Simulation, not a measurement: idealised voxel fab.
Process module heading - voxel self aligned vias
Cross-sectional view cut (width: 225 nm; square cell size: 5 nm).
Heads up, the way a cross-section reads in here is a grid of square cells, handed over as bands from the top down, with every band being one or more rows of cells. It is stipulated that each band's entry specify, in nanometres, the height of the top of the band and then that of its bottom, followed by the materials of the band in left-to-right sequence, each together with its width in nanometres. A single material marked by the word "all across" is understood to fill the band from edge to edge; the word "air" is understood to denote empty space. Measure heights from 0. That's the level where, below it, the as-received wafer is all one material. The lowest band is bottomless and extends downward; write it as in "0 and below". The notation "30..40" denotes a width that varies across the rows of cells in the band, beginning at the first number in the top row, finishing at the second number in the bottom row, and changing by an identical amount from each row to the next. Step note "nothing altered" = no cross-section cell changed. "Enclosed void inventory" enumerates empty spaces isolated from the top, with no open way to it, that contain at least 8 cells, giving each as width x height at distance from the left edge, all three in nm. That trailing text on a step's line, after the settings, is the simulator's own remark on the step. Steps that use a mask can have "overlay nm" on their line. It says how far the mask sat to the right of where it was meant to be. Negative means to the left.

Process steps (planned)
1. RECEIVE (material Si)
2. CONFORMAL_DEP (material SiO2; thk nm 5)
3. CONFORMAL_DEP (material SiCN; thk nm 5)
4. DIRECTIONAL_DEP (material lowk; thk nm 30)
5. PATTERN (tone open; mask id LINES; material resist; width nm 25; pitch nm 65; thk nm 20; overlay nm 0)
6. DIRECTIONAL_ETCH (etch materials lowk; depth nm 30)
7. STRIP (etch materials resist)
8. CONFORMAL_DEP (material TiN; thk nm 5)
9. FILL_DEP (material Ru; thk nm 10)
10. CMP (height nm 50)
11. SELECTIVE_ETCH (etch materials W Ru TiN; depth nm 10)
12. FILL_DEP (material SiN; thk nm 10)
13. CMP (height nm 50)
14. DIRECTIONAL_DEP (material lowk; thk nm 15)
15. MASKED_ETCH (tone open; mask id VIAS; width nm 35; pitch nm 65; etch materials lowk; depth nm 15; overlay nm 0)
16. MASKED_ETCH (tone open; mask id VIAS; width nm 35; pitch nm 65; etch materials SiN; depth nm 10; overlay nm 0)
17. CONFORMAL_DEP (material TiN; thk nm 5)
18. FILL_DEP (material Ru; thk nm 10)
19. CMP (height nm 65)
20. CONFORMAL_DEP (material SiCN; thk nm 5)
Where the wafers of this document differ is in the thk nm of step 2; they start out the same, and the plan states the value that applied to the first wafer.

Cross-section, first of several wafers, as delivered after step 1
	0 and below: Si all across
	Enclosed void inventory: none

First wafer at the end, after step 20
	70 down to 65: SiCN all across
	65 down to 50: 60 lowk | 5 TiN | 25 Ru | 5 TiN | 30 lowk | 5 TiN | 25 Ru | 5 TiN | 65 lowk
	50 down to 45: 60 SiN | 5 TiN | 25 Ru | 5 TiN | 30 SiN | 5 TiN | 25 Ru | 5 TiN | 65 SiN
	45 down to 40: 60 SiN | 35 TiN | 30 SiN | 35 TiN | 65 SiN
	40 down to 15: 65 lowk | 5 TiN | 15 Ru | 5 TiN | 40 lowk | 5 TiN | 15 Ru | 5 TiN | 70 lowk
	15 down to 10: 65 lowk | 25 TiN | 40 lowk | 25 TiN | 70 lowk
	10 down to 5: SiCN all across
	5 down to 0: SiO2 all across
	0 and below: Si all across
	Enclosed void inventory: none

Module end, final wafer: cross-section
	70 down to 65: SiCN all across
	65 down to 55: 60 lowk | 5 TiN | 25 Ru | 5 TiN | 30 lowk | 5 TiN | 25 Ru | 5 TiN | 65 lowk
	55 down to 45: 60..65 lowk | 10..5 TiN | 15 Ru | 10..5 TiN | 30..40 lowk | 10..5 TiN | 15 Ru | 10..5 TiN | 65..70 lowk
	45 down to 35: 65 lowk | 25 TiN | 40 lowk | 25 TiN | 70 lowk
	35 down to 30: SiCN all across
	30 down to 0: SiO2 all across
	0 and below: Si all across
	Enclosed void inventory: none

The rows of the table below are wafers. Looking at the end of the module, a row counts, for every material, the cells the wafer has gained, shown as (+), or lost, shown as (-), since it was received; its closed voids come next
thk nm 5; +70 Ru; +90 SiCN; +62 SiN; +45 SiO2; +60 TiN; +303 lowk; Enclosed void inventory: none
thk nm 10; +60 Ru; +90 SiCN; +31 SiN; +90 SiO2; +56 TiN; +303 lowk; Enclosed void inventory: none
thk nm 15; +50 Ru; +90 SiCN; +135 SiO2; +52 TiN; +303 lowk; Enclosed void inventory: none
thk nm 20; +44 Ru; +90 SiCN; +180 SiO2; +48 TiN; +268 lowk; Enclosed void inventory: none
thk nm 25; +38 Ru; +90 SiCN; +225 SiO2; +44 TiN; +233 lowk; Enclosed void inventory: none
thk nm 30; +32 Ru; +90 SiCN; +270 SiO2; +40 TiN; +198 lowk; Enclosed void inventory: none
